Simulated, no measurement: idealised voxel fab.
You're looking at the process module voxel fin reveal.
The cross-section on display is named cut; it measures 205 nm wide, and its cells are 5 nm squares.
A cross-section in this document is a grid of square cells, and it is written down as bands, the top band listed before the ones below it; a band is made up of one or more rows of cells.
In this notation a band is specified by the heights of its top and bottom, in that order and in nm, after which its materials appear from left to right, each paired with its width in nm. The word "all across" attached to a single material means that material fills the band from edge to edge; the word "air" stands for empty space.
Height is counted from the level 0, under which the received wafer is composed throughout of one material. The lowest of the bands is not closed at the bottom but continues downward, in the notation "0..down".
A width given as "30..40" starts at the first number in the band's top row and ends at the second number in its bottom row, shifting by an equal amount at every step from row to row.
"no change occurred", as given for a step, is the statement that not any cell of the cross-section underwent a change during that step.
Any empty space of 8 cells or more lacking an open way to the top shows up in "Closed internal cavities" as width x height at distance, distance from the left edge, in nm.
That trailing text on a step's line, after the settings, is the simulator's own remark on the step.
overlay nm: for a step with a mask, the amount by which the mask lay right of where it was planned; a negative amount means left of it.

The following list gives the planned process steps
1: RECEIVE,material Si
2: CONFORMAL_DEP,material SiN,thk nm 5
3: DIRECTIONAL_DEP,material aC,thk nm 15
4: PATTERN,tone cover,mask id FINS,material resist,width nm 15,pitch nm 40,thk nm 30,overlay nm 0
5: DIRECTIONAL_ETCH,etch materials aC,depth nm 15
6: STRIP,etch materials resist
7: DIRECTIONAL_ETCH,etch materials SiN,depth nm 5
8: DIRECTIONAL_ETCH,etch materials Si,depth nm 40
9: STRIP,etch materials aC
10: OXIDIZE,depth nm 5
11: FILL_DEP,material SiO2,thk nm 15
12: CMP,height nm 5
13: SELECTIVE_ETCH,etch materials SiO2,depth nm 30
14: STRIP,etch materials SiN
15: CONFORMAL_DEP,material HfO2,thk nm 5

First of two wafers, with the run carried out as planned

Delivered wafer in cross-section: state after step 1
* 0..down: Si all across
* Closed internal cavities: none

You're looking at a cross-section of the wafer after step 2
* 5..0: SiN all across
* Everything under 0 stays put, no change at all.

You're looking at a cross-section of the wafer after step 3
* 20..5: aC all across
* Everything under 5 stays put, no change at all.

You're looking at a cross-section of the wafer after step 4
* 50..20: air: 55 | resist: 15 | air: 25 | resist: 15 | air: 25 | resist: 15 | air: 55
* Everything under 20 stays put, no change at all.

You're looking at a cross-section of the wafer after step 5
* 35..20: air: 55 | resist: 15 | air: 25 | resist: 15 | air: 25 | resist: 15 | air: 55
* 20..5: air: 55 | aC: 15 | air: 25 | aC: 15 | air: 25 | aC: 15 | air: 55
* Everything under 5 stays put, no change at all.

You're looking at a cross-section of the wafer after step 6
* 20..5: air: 55 | aC: 15 | air: 25 | aC: 15 | air: 25 | aC: 15 | air: 55
* Everything under 5 stays put, no change at all.

You're looking at a cross-section of the wafer after step 7
* 20..5: air: 55 | aC: 15 | air: 25 | aC: 15 | air: 25 | aC: 15 | air: 55
* 5..0: air: 55 | SiN: 15 | air: 25 | SiN: 15 | air: 25 | SiN: 15 | air: 55
* Everything under 0 stays put, no change at all.

You're looking at a cross-section of the wafer after step 8
* 20..5: air: 55 | aC: 15 | air: 25 | aC: 15 | air: 25 | aC: 15 | air: 55
* 5..0: air: 55 | SiN: 15 | air: 25 | SiN: 15 | air: 25 | SiN: 15 | air: 55
* 0..-40: air: 55 | Si: 15 | air: 25 | Si: 15 | air: 25 | Si: 15 | air: 55
* Everything under -40 stays put, no change at all.

You're looking at a cross-section of the wafer after step 9
* 5..0: air: 55 | SiN: 15 | air: 25 | SiN: 15 | air: 25 | SiN: 15 | air: 55
* Everything under 0 stays put, no change at all.

You're looking at a cross-section of the wafer after step 10
* 5..0: air: 55 | SiN: 15 | air: 25 | SiN: 15 | air: 25 | SiN: 15 | air: 55
* 0..-40: air: 55 | SiO2: 5 | Si: 5 | SiO2: 5 | air: 25 | SiO2: 5 | Si: 5 | SiO2: 5 | air: 25 | SiO2: 5 | Si: 5 | SiO2: 5 | air: 55
* -40..-45: SiO2: 60 | Si: 5 | SiO2: 35 | Si: 5 | SiO2: 35 | Si: 5 | SiO2: 60
* Everything under -45 stays put, no change at all.

You're looking at a cross-section of the wafer after step 11
* 20..5: SiO2 all across
* 5..0: SiO2: 55 | SiN: 15 | SiO2: 25 | SiN: 15 | SiO2: 25 | SiN: 15 | SiO2: 55
* 0..-45: SiO2: 60 | Si: 5 | SiO2: 35 | Si: 5 | SiO2: 35 | Si: 5 | SiO2: 60
* Everything under -45 stays put, no change at all.

You're looking at a cross-section of the wafer after step 12
* 5..0: SiO2: 55 | SiN: 15 | SiO2: 25 | SiN: 15 | SiO2: 25 | SiN: 15 | SiO2: 55
* Everything under 0 stays put, no change at all.

You're looking at a cross-section of the wafer after step 13
* 5..0: air: 55 | SiN: 15 | air: 25 | SiN: 15 | air: 25 | SiN: 15 | air: 55
* 0..-25: air: 60 | Si: 5 | air: 35 | Si: 5 | air: 35 | Si: 5 | air: 60
* Everything under -25 stays put, no change at all.

You're looking at a cross-section of the wafer after step 14
* 0..-25: air: 60 | Si: 5 | air: 35 | Si: 5 | air: 35 | Si: 5 | air: 60
* Everything under -25 stays put, no change at all.

You're looking at a cross-section of the wafer after step 15
* 5..0: air: 55 | HfO2: 15 | air: 25 | HfO2: 15 | air: 25 | HfO2: 15 | air: 55
* 0..-20: air: 55 | HfO2: 5 | Si: 5 | HfO2: 5 | air: 25 | HfO2: 5 | Si: 5 | HfO2: 5 | air: 25 | HfO2: 5 | Si: 5 | HfO2: 5 | air: 55
* -20..-25: HfO2: 60 | Si: 5 | HfO2: 35 | Si: 5 | HfO2: 35 | Si: 5 | HfO2: 60
* Everything under -25 stays put, no change at all.

Second wafer, same starting state and plan as the first, one mistake in the run, identical through step 3

When step 4 should have ended
* 50..20: air: 65 | resist: 15 | air: 25 | resist: 15 | air: 25 | resist: 15 | air: 45
* Everything under 20 stays put, no change at all.

When step 5 should have ended
* 35..20: air: 65 | resist: 15 | air: 25 | resist: 15 | air: 25 | resist: 15 | air: 45
* 20..5: air: 65 | aC: 15 | air: 25 | aC: 15 | air: 25 | aC: 15 | air: 45
* Everything under 5 stays put, no change at all.

When step 6 should have ended
* 20..5: air: 65 | aC: 15 | air: 25 | aC: 15 | air: 25 | aC: 15 | air: 45
* Everything under 5 stays put, no change at all.

When step 7 should have ended
* 20..5: air: 65 | aC: 15 | air: 25 | aC: 15 | air: 25 | aC: 15 | air: 45
* 5..0: air: 65 | SiN: 15 | air: 25 | SiN: 15 | air: 25 | SiN: 15 | air: 45
* Everything under 0 stays put, no change at all.

When step 8 should have ended
* 20..5: air: 65 | aC: 15 | air: 25 | aC: 15 | air: 25 | aC: 15 | air: 45
* 5..0: air: 65 | SiN: 15 | air: 25 | SiN: 15 | air: 25 | SiN: 15 | air: 45
* 0..-40: air: 65 | Si: 15 | air: 25 | Si: 15 | air: 25 | Si: 15 | air: 45
* Everything under -40 stays put, no change at all.

When step 9 should have ended
* 5..0: air: 65 | SiN: 15 | air: 25 | SiN: 15 | air: 25 | SiN: 15 | air: 45
* Everything under 0 stays put, no change at all.

When step 10 should have ended
* 5..0: air: 65 | SiN: 15 | air: 25 | SiN: 15 | air: 25 | SiN: 15 | air: 45
* 0..-40: air: 65 | SiO2: 5 | Si: 5 | SiO2: 5 | air: 25 | SiO2: 5 | Si: 5 | SiO2: 5 | air: 25 | SiO2: 5 | Si: 5 | SiO2: 5 | air: 45
* -40..-45: SiO2: 70 | Si: 5 | SiO2: 35 | Si: 5 | SiO2: 35 | Si: 5 | SiO2: 50
* Everything under -45 stays put, no change at all.

When step 11 should have ended
* 20..5: SiO2 all across
* 5..0: SiO2: 65 | SiN: 15 | SiO2: 25 | SiN: 15 | SiO2: 25 | SiN: 15 | SiO2: 45
* 0..-45: SiO2: 70 | Si: 5 | SiO2: 35 | Si: 5 | SiO2: 35 | Si: 5 | SiO2: 50
* Everything under -45 stays put, no change at all.

When step 12 should have ended
* 5..0: SiO2: 65 | SiN: 15 | SiO2: 25 | SiN: 15 | SiO2: 25 | SiN: 15 | SiO2: 45
* Everything under 0 stays put, no change at all.

When step 13 should have ended
* 5..0: air: 65 | SiN: 15 | air: 25 | SiN: 15 | air: 25 | SiN: 15 | air: 45
* 0..-25: air: 70 | Si: 5 | air: 35 | Si: 5 | air: 35 | Si: 5 | air: 50
* Everything under -25 stays put, no change at all.

When step 14 should have ended
* 0..-25: air: 70 | Si: 5 | air: 35 | Si: 5 | air: 35 | Si: 5 | air: 50
* Everything under -25 stays put, no change at all.

When step 15 should have ended
* 5..0: air: 65 | HfO2: 15 | air: 25 | HfO2: 15 | air: 25 | HfO2: 15 | air: 45
* 0..-20: air: 65 | HfO2: 5 | Si: 5 | HfO2: 5 | air: 25 | HfO2: 5 | Si: 5 | HfO2: 5 | air: 25 | HfO2: 5 | Si: 5 | HfO2: 5 | air: 45
* -20..-25: HfO2: 70 | Si: 5 | HfO2: 35 | Si: 5 | HfO2: 35 | Si: 5 | HfO2: 50
* Everything under -25 stays put, no change at all.
What broke from the plan during processing? step 4 deviated from plan and actually ran as PATTERN,tone cover,mask id FINS,material resist,width nm 15,pitch nm 40,thk nm 30,overlay nm 10
If you tally the cells, the second wafer ends up with the same amount of every material as the first; it's all just sitting in different places.
